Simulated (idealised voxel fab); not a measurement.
Module name: voxel ribs on slabs (process module)
Xsec cut, 165 nm wide, square cell size 5 nm.
Throughout this document, each cross-section is represented as a grid of square cells and is presented as a sequence of bands enumerated from the top downward, where a band comprises one or more rows of cells. Heights first: top, then bottom, in nm. Then materials, left to right, each with a width in nm. "edge to edge" on a single material: fills the band edge to edge. "empty": empty space. The reference from which all heights are counted is 0, the level beneath which the as-received wafer is entirely one material; the lowest band, having no lower bound, proceeds downward and is written after the example "0..down". When a width is written as two numbers, as in "30 to 40", the first number is the width in the top row of cells of the band and the second is the width in its bottom row, and the width changes by the same amount from each row to the next. For the purposes of this document, the phrase "same as before" attached to a step denotes that no cell within the cross-section was modified by that step. "Sealed voids" enumerates empty spaces isolated from the top, with no open way to it, that contain at least 8 cells, giving each as width x height at distance from the left edge, all three in nm. Anything after a step's settings on that line? It's the simulator's own note about the step. overlay nm: step with mask; distance mask lay right of planned place; negative value = left of planned place.
**plan**
1,op RECEIVE | material Si
2,op DIRECTIONAL_DEP | material SiO2 | thk nm 25
3,op DIRECTIONAL_DEP | material SiN | thk nm 15
4,op DIRECTIONAL_DEP | material aC | thk nm 10
5,op PATTERN | tone cover | mask id RIB | material resist | width nm 25 | thk nm 25 | overlay nm 0
6,op DIRECTIONAL_ETCH | etch materials aC | depth nm 10
7,op STRIP | etch materials resist
8,op DIRECTIONAL_ETCH | etch materials SiN | depth nm 10
9,op STRIP | etch materials aC
10,op PATTERN | tone cover | mask id SLAB | material resist | width nm 55 | thk nm 15 | overlay nm 0
11,op DIRECTIONAL_ETCH | etch materials SiN | depth nm 5
12,op STRIP | etch materials resist
13,op FILL_DEP | material SiO2 | thk nm 25
14,op CMP | height nm 55
15,op DIRECTIONAL_DEP | material W | thk nm 10
16,op DIRECTIONAL_DEP | material aC | thk nm 10
17,op PATTERN | tone cover | mask id HEATER | material resist | width nm 35 | thk nm 25 | overlay nm 0
18,op DIRECTIONAL_ETCH | etch materials aC | depth nm 10
19,op STRIP | etch materials resist
20,op DIRECTIONAL_ETCH | etch materials W | depth nm 10
21,op STRIP | etch materials aC
22,op CONFORMAL_DEP | material SiO2 | thk nm 5
**First of the two wafers, run per plan**
**Cross-section of the wafer at receipt, which is the condition after step 1**
0..down  Si edge to edge
Sealed voids: none
**Upon completion of step 2, the wafer appears in cross-section as shown**
25..0  SiO2 edge to edge
Below 0, the layers are the same as they were.
**Upon completion of step 3, the wafer appears in cross-section as shown**
40..25  SiN edge to edge
Below 25, the layers are the same as they were.
**Upon completion of step 4, the wafer appears in cross-section as shown**
50..40  aC edge to edge
Below 40, the layers are the same as they were.
**Upon completion of step 5, the wafer appears in cross-section as shown**
75..50  empty 70 / resist 25 / empty 70
Below 50, the layers are the same as they were.
**Upon completion of step 6, the wafer appears in cross-section as shown**
65..50  empty 70 / resist 25 / empty 70
50..40  empty 70 / aC 25 / empty 70
Below 40, the layers are the same as they were.
**Upon completion of step 7, the wafer appears in cross-section as shown**
50..40  empty 70 / aC 25 / empty 70
Below 40, the layers are the same as they were.
**Upon completion of step 8, the wafer appears in cross-section as shown**
50..40  empty 70 / aC 25 / empty 70
40..30  empty 70 / SiN 25 / empty 70
Below 30, the layers are the same as they were.
**Upon completion of step 9, the wafer appears in cross-section as shown**
40..30  empty 70 / SiN 25 / empty 70
Below 30, the layers are the same as they were.
**Upon completion of step 10, the wafer appears in cross-section as shown**
55..40  empty 55 / resist 55 / empty 55
40..30  empty 55 / resist 15 / SiN 25 / resist 15 / empty 55
Below 30, the layers are the same as they were.
**Upon completion of step 11, the wafer appears in cross-section as shown**
55..40  empty 55 / resist 55 / empty 55
40..30  empty 55 / resist 15 / SiN 25 / resist 15 / empty 55
30..25  empty 55 / SiN 55 / empty 55
Below 25, the layers are the same as they were.
**Upon completion of step 12, the wafer appears in cross-section as shown**
40..30  empty 70 / SiN 25 / empty 70
Below 30, the layers are the same as they were.
**Upon completion of step 13, the wafer appears in cross-section as shown**
65..40  SiO2 edge to edge
40..30  SiO2 70 / SiN 25 / SiO2 70
30..25  SiO2 55 / SiN 55 / SiO2 55
Below 25, the layers are the same as they were.
**Upon completion of step 14, the wafer appears in cross-section as shown**
55..40  SiO2 edge to edge
Below 40, the layers are the same as they were.
**Upon completion of step 15, the wafer appears in cross-section as shown**
65..55  W edge to edge
Below 55, the layers are the same as they were.
**Upon completion of step 16, the wafer appears in cross-section as shown**
75..65  aC edge to edge
Below 65, the layers are the same as they were.
**Upon completion of step 17, the wafer appears in cross-section as shown**
100..75  empty 65 / resist 35 / empty 65
Below 75, the layers are the same as they were.
**Upon completion of step 18, the wafer appears in cross-section as shown**
90..75  empty 65 / resist 35 / empty 65
75..65  empty 65 / aC 35 / empty 65
Below 65, the layers are the same as they were.
**Upon completion of step 19, the wafer appears in cross-section as shown**
75..65  empty 65 / aC 35 / empty 65
Below 65, the layers are the same as they were.
**Upon completion of step 20, the wafer appears in cross-section as shown**
75..65  empty 65 / aC 35 / empty 65
65..55  empty 65 / W 35 / empty 65
Below 55, the layers are the same as they were.
**Upon completion of step 21, the wafer appears in cross-section as shown**
65..55  empty 65 / W 35 / empty 65
Below 55, the layers are the same as they were.
**Upon completion of step 22, the wafer appears in cross-section as shown**
70..65  empty 60 / SiO2 45 / empty 60
65..60  empty 60 / SiO2 5 / W 35 / SiO2 5 / empty 60
60..55  SiO2 65 / W 35 / SiO2 65
Below 55, the layers are the same as they were.
**Second wafer - shared start and plan with the first - one error in running - same as the first up to step 2 inclusive**
**Second wafer profile in section, at the moment step 3 of the plan was meant to be complete**
55..25  SiN edge to edge
Below 25, the layers are the same as they were.
**Second wafer profile in section, at the moment step 4 of the plan was meant to be complete**
65..55  aC edge to edge
Below 55, the layers are the same as they were.
**Second wafer profile in section, at the moment step 5 of the plan was meant to be complete**
90..65  empty 70 / resist 25 / empty 70
Below 65, the layers are the same as they were.
**Second wafer profile in section, at the moment step 6 of the plan was meant to be complete**
80..65  empty 70 / resist 25 / empty 70
65..55  empty 70 / aC 25 / empty 70
Below 55, the layers are the same as they were.
**Second wafer profile in section, at the moment step 7 of the plan was meant to be complete**
65..55  empty 70 / aC 25 / empty 70
Below 55, the layers are the same as they were.
**Second wafer profile in section, at the moment step 8 of the plan was meant to be complete**
65..55  empty 70 / aC 25 / empty 70
55..45  empty 70 / SiN 25 / empty 70
Below 45, the layers are the same as they were.
**Second wafer profile in section, at the moment step 9 of the plan was meant to be complete**
55..45  empty 70 / SiN 25 / empty 70
Below 45, the layers are the same as they were.
**Second wafer profile in section, at the moment step 10 of the plan was meant to be complete**
70..55  empty 55 / resist 55 / empty 55
55..45  empty 55 / resist 15 / SiN 25 / resist 15 / empty 55
Below 45, the layers are the same as they were.
**Second wafer profile in section, at the moment step 11 of the plan was meant to be complete**
70..55  empty 55 / resist 55 / empty 55
55..45  empty 55 / resist 15 / SiN 25 / resist 15 / empty 55
45..40  empty 55 / SiN 55 / empty 55
Below 40, the layers are the same as they were.
**Second wafer profile in section, at the moment step 12 of the plan was meant to be complete**
55..45  empty 70 / SiN 25 / empty 70
Below 45, the layers are the same as they were.
**Second wafer profile in section, at the moment step 13 of the plan was meant to be complete**
80..55  SiO2 edge to edge
55..45  SiO2 70 / SiN 25 / SiO2 70
45..40  SiO2 55 / SiN 55 / SiO2 55
Below 40, the layers are the same as they were.
**Second wafer profile in section, at the moment step 14 of the plan was meant to be complete**
55..45  SiO2 70 / SiN 25 / SiO2 70
Below 45, the layers are the same as they were.
**Second wafer profile in section, at the moment step 15 of the plan was meant to be complete**
65..55  W edge to edge
Below 55, the layers are the same as they were.
**Second wafer profile in section, at the moment step 16 of the plan was meant to be complete**
75..65  aC edge to edge
Below 65, the layers are the same as they were.
**Second wafer profile in section, at the moment step 17 of the plan was meant to be complete**
100..75  empty 65 / resist 35 / empty 65
Below 75, the layers are the same as they were.
**Second wafer profile in section, at the moment step 18 of the plan was meant to be complete**
90..75  empty 65 / resist 35 / empty 65
75..65  empty 65 / aC 35 / empty 65
Below 65, the layers are the same as they were.
**Second wafer profile in section, at the moment step 19 of the plan was meant to be complete**
75..65  empty 65 / aC 35 / empty 65
Below 65, the layers are the same as they were.
**Second wafer profile in section, at the moment step 20 of the plan was meant to be complete**
75..65  empty 65 / aC 35 / empty 65
65..55  empty 65 / W 35 / empty 65
Below 55, the layers are the same as they were.
**Second wafer profile in section, at the moment step 21 of the plan was meant to be complete**
65..55  empty 65 / W 35 / empty 65
Below 55, the layers are the same as they were.
**Second wafer profile in section, at the moment step 22 of the plan was meant to be complete**
70..65  empty 60 / SiO2 45 / empty 60
65..60  empty 60 / SiO2 5 / W 35 / SiO2 5 / empty 60
60..55  SiO2 65 / W 35 / SiO2 65
Below 55, the layers are the same as they were.
Heads up, the wafer didn't run the way we planned it: the plan had its step 3 run twice
End of process, cell counts, second wafer against first, materials with more or fewer: SiN: 99 more | SiO2: 99 fewer
